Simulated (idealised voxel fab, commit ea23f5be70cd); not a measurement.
The process module that follows is named voxel air gaps.
cross-section cut | 195 nm wide | cells 5 nm
Bands, listed from the top down, are how a cross-section gets written in this document; the cross-section itself is a grid of square cells, and a band is one or more rows of them.
Within each band entry, the heights of the top and of the bottom of the band appear first, in that order and in nm; the materials of the band then follow from left to right, each with its corresponding width in nm. The designation "everywhere" on a single material indicates that it fills the band from edge to edge; the designation "blank" indicates empty space.
Counting heights begins at 0, where everything beneath is, in the wafer as received, one material. The lowest band has no bottom; it goes on downwards, as "from 0 down" shows.
Read "30->40" as a graded width: first number on top, second number at the bottom, same change between each pair of neighbouring rows.
A step reported as "no modification" is a step in which no cell of the cross-section changed.
"Closed void list" contains a list of empty spaces, each no smaller than 8 cells and without an open way to the top, written in the form width x height at distance with the distance from the left edge and all three in nm.
On each step's line, the part that comes after the settings is the simulator's own comment on the step.
Among the settings permitted on a step's line is "overlay nm"; applied to a step with a mask, it specifies the extent to which the mask lay to the right of its planned position, whereas a negative figure signifies a position to the left.

### List of planned process steps
| 1 | RECEIVE | material Si |
| 2 | CONFORMAL_DEP | material SiO2 | thk nm 10 |
| 3 | CONFORMAL_DEP | material SiN | thk nm 5 |
| 4 | DIRECTIONAL_DEP | material SiO2 | thk nm 35 |
| 5 | MASKED_ETCH | tone open | mask id LINES | width nm 15 | pitch nm 40 | etch materials SiO2 | depth nm 35 | overlay nm 0 |
| 6 | CONFORMAL_DEP | material TiN | thk nm 5 |
| 7 | FILL_DEP | material W | thk nm 10 |
| 8 | CMP | height nm 50 |
| 9 | EPI | material Ru | thk nm 10 |
| 10 | SELECTIVE_ETCH | etch materials SiO2 | depth nm 45 |
| 11 | CONFORMAL_DEP | material SiN | thk nm 5 |

### The first of the two wafers, which ran as planned

### So this is the incoming wafer in cross-section - it's already been through step 1
    from 0 down  Si everywhere
    Closed void list: none

### Wafer xsec, post step 2
    from 10 to 0  SiO2 everywhere
    Below 0, the layers are the same as they were.

### Wafer xsec, post step 3
    from 15 to 10  SiN everywhere
    Below 10, the layers are the same as they were.

### Wafer xsec, post step 4
    from 50 to 15  SiO2 everywhere
    Below 15, the layers are the same as they were.

### Wafer xsec, post step 5
    from 50 to 15  SiO2: 50, then blank: 15, then SiO2: 25, then blank: 15, then SiO2: 25, then blank: 15, then SiO2: 50
    Below 15, the layers are the same as they were.

### Wafer xsec, post step 6
    from 55 to 50  TiN: 55, then blank: 5, then TiN: 35, then blank: 5, then TiN: 35, then blank: 5, then TiN: 55
    from 50 to 20  SiO2: 50, then TiN: 5, then blank: 5, then TiN: 5, then SiO2: 25, then TiN: 5, then blank: 5, then TiN: 5, then SiO2: 25, then TiN: 5, then blank: 5, then TiN: 5, then SiO2: 50
    from 20 to 15  SiO2: 50, then TiN: 15, then SiO2: 25, then TiN: 15, then SiO2: 25, then TiN: 15, then SiO2: 50
    Below 15, the layers are the same as they were.

### Wafer xsec, post step 7
    from 65 to 55  W everywhere
    from 55 to 50  TiN: 55, then W: 5, then TiN: 35, then W: 5, then TiN: 35, then W: 5, then TiN: 55
    from 50 to 20  SiO2: 50, then TiN: 5, then W: 5, then TiN: 5, then SiO2: 25, then TiN: 5, then W: 5, then TiN: 5, then SiO2: 25, then TiN: 5, then W: 5, then TiN: 5, then SiO2: 50
    Below 20, the layers are the same as they were.

### Wafer xsec, post step 8
    from 50 to 20  SiO2: 50, then TiN: 5, then W: 5, then TiN: 5, then SiO2: 25, then TiN: 5, then W: 5, then TiN: 5, then SiO2: 25, then TiN: 5, then W: 5, then TiN: 5, then SiO2: 50
    Below 20, the layers are the same as they were.

### Wafer xsec, post step 9
    from 60 to 50  blank: 40, then Ru: 35, then blank: 5, then Ru: 35, then blank: 5, then Ru: 35, then blank: 40
    Below 50, the layers are the same as they were.

### Wafer xsec, post step 10
    from 60 to 50  blank: 40, then Ru: 35, then blank: 5, then Ru: 35, then blank: 5, then Ru: 35, then blank: 40
    from 50 to 20  blank: 50, then TiN: 5, then W: 5, then TiN: 5, then blank: 25, then TiN: 5, then W: 5, then TiN: 5, then blank: 25, then TiN: 5, then W: 5, then TiN: 5, then blank: 50
    from 20 to 15  blank: 50, then TiN: 15, then blank: 25, then TiN: 15, then blank: 25, then TiN: 15, then blank: 50
    Below 15, the layers are the same as they were.

### Wafer xsec, post step 11
    from 65 to 60  blank: 35, then SiN: 125, then blank: 35
    from 60 to 50  blank: 35, then SiN: 5, then Ru: 35, then SiN: 5, then Ru: 35, then SiN: 5, then Ru: 35, then SiN: 5, then blank: 35
    from 50 to 45  blank: 35, then SiN: 15, then TiN: 5, then W: 5, then TiN: 5, then SiN: 25, then TiN: 5, then W: 5, then TiN: 5, then SiN: 25, then TiN: 5, then W: 5, then TiN: 5, then SiN: 15, then blank: 35
    from 45 to 20  blank: 45, then SiN: 5, then TiN: 5, then W: 5, then TiN: 5, then SiN: 5, then blank: 15, then SiN: 5, then TiN: 5, then W: 5, then TiN: 5, then SiN: 5, then blank: 15, then SiN: 5, then TiN: 5, then W: 5, then TiN: 5, then SiN: 5, then blank: 45
    from 20 to 15  SiN: 50, then TiN: 15, then SiN: 25, then TiN: 15, then SiN: 25, then TiN: 15, then SiN: 50
    Below 15, the layers are the same as they were.
    Closed void list: 15 x 25 at 70; 15 x 25 at 110

### Wafer two of two - same starting point, same process plan, one mistake in execution; matches wafer one up to and including step 4

### Cross-section: second wafer, time at which step 5 was scheduled to end
    from 50 to 15  SiO2: 45, then blank: 15, then SiO2: 25, then blank: 15, then SiO2: 25, then blank: 15, then SiO2: 55
    Below 15, the layers are the same as they were.

### Cross-section: second wafer, time at which step 6 was scheduled to end
    from 55 to 50  TiN: 50, then blank: 5, then TiN: 35, then blank: 5, then TiN: 35, then blank: 5, then TiN: 60
    from 50 to 20  SiO2: 45, then TiN: 5, then blank: 5, then TiN: 5, then SiO2: 25, then TiN: 5, then blank: 5, then TiN: 5, then SiO2: 25, then TiN: 5, then blank: 5, then TiN: 5, then SiO2: 55
    from 20 to 15  SiO2: 45, then TiN: 15, then SiO2: 25, then TiN: 15, then SiO2: 25, then TiN: 15, then SiO2: 55
    Below 15, the layers are the same as they were.

### Cross-section: second wafer, time at which step 7 was scheduled to end
    from 65 to 55  W everywhere
    from 55 to 50  TiN: 50, then W: 5, then TiN: 35, then W: 5, then TiN: 35, then W: 5, then TiN: 60
    from 50 to 20  SiO2: 45, then TiN: 5, then W: 5, then TiN: 5, then SiO2: 25, then TiN: 5, then W: 5, then TiN: 5, then SiO2: 25, then TiN: 5, then W: 5, then TiN: 5, then SiO2: 55
    Below 20, the layers are the same as they were.

### Cross-section: second wafer, time at which step 8 was scheduled to end
    from 50 to 20  SiO2: 45, then TiN: 5, then W: 5, then TiN: 5, then SiO2: 25, then TiN: 5, then W: 5, then TiN: 5, then SiO2: 25, then TiN: 5, then W: 5, then TiN: 5, then SiO2: 55
    Below 20, the layers are the same as they were.

### Cross-section: second wafer, time at which step 9 was scheduled to end
    from 60 to 50  blank: 35, then Ru: 35, then blank: 5, then Ru: 35, then blank: 5, then Ru: 35, then blank: 45
    Below 50, the layers are the same as they were.

### Cross-section: second wafer, time at which step 10 was scheduled to end
    from 60 to 50  blank: 35, then Ru: 35, then blank: 5, then Ru: 35, then blank: 5, then Ru: 35, then blank: 45
    from 50 to 20  blank: 45, then TiN: 5, then W: 5, then TiN: 5, then blank: 25, then TiN: 5, then W: 5, then TiN: 5, then blank: 25, then TiN: 5, then W: 5, then TiN: 5, then blank: 55
    from 20 to 15  blank: 45, then TiN: 15, then blank: 25, then TiN: 15, then blank: 25, then TiN: 15, then blank: 55
    Below 15, the layers are the same as they were.

### Cross-section: second wafer, time at which step 11 was scheduled to end
    from 65 to 60  blank: 30, then SiN: 125, then blank: 40
    from 60 to 50  blank: 30, then SiN: 5, then Ru: 35, then SiN: 5, then Ru: 35, then SiN: 5, then Ru: 35, then SiN: 5, then blank: 40
    from 50 to 45  blank: 30, then SiN: 15, then TiN: 5, then W: 5, then TiN: 5, then SiN: 25, then TiN: 5, then W: 5, then TiN: 5, then SiN: 25, then TiN: 5, then W: 5, then TiN: 5, then SiN: 15, then blank: 40
    from 45 to 20  blank: 40, then SiN: 5, then TiN: 5, then W: 5, then TiN: 5, then SiN: 5, then blank: 15, then SiN: 5, then TiN: 5, then W: 5, then TiN: 5, then SiN: 5, then blank: 15, then SiN: 5, then TiN: 5, then W: 5, then TiN: 5, then SiN: 5, then blank: 50
    from 20 to 15  SiN: 45, then TiN: 15, then SiN: 25, then TiN: 15, then SiN: 25, then TiN: 15, then SiN: 55
    Below 15, the layers are the same as they were.
    Closed void list: 15 x 25 at 65; 15 x 25 at 105
In executing the process, a mistake was made relative to the plan: heads up, step 5 didn't go per plan, it actually ran as MASKED_ETCH | tone open | mask id LINES | width nm 15 | pitch nm 40 | etch materials SiO2 | depth nm 35 | overlay nm -5
In the final comparison it is observed that the number of cells assigned to each material is identical for the two wafers, whereas their placement is not.
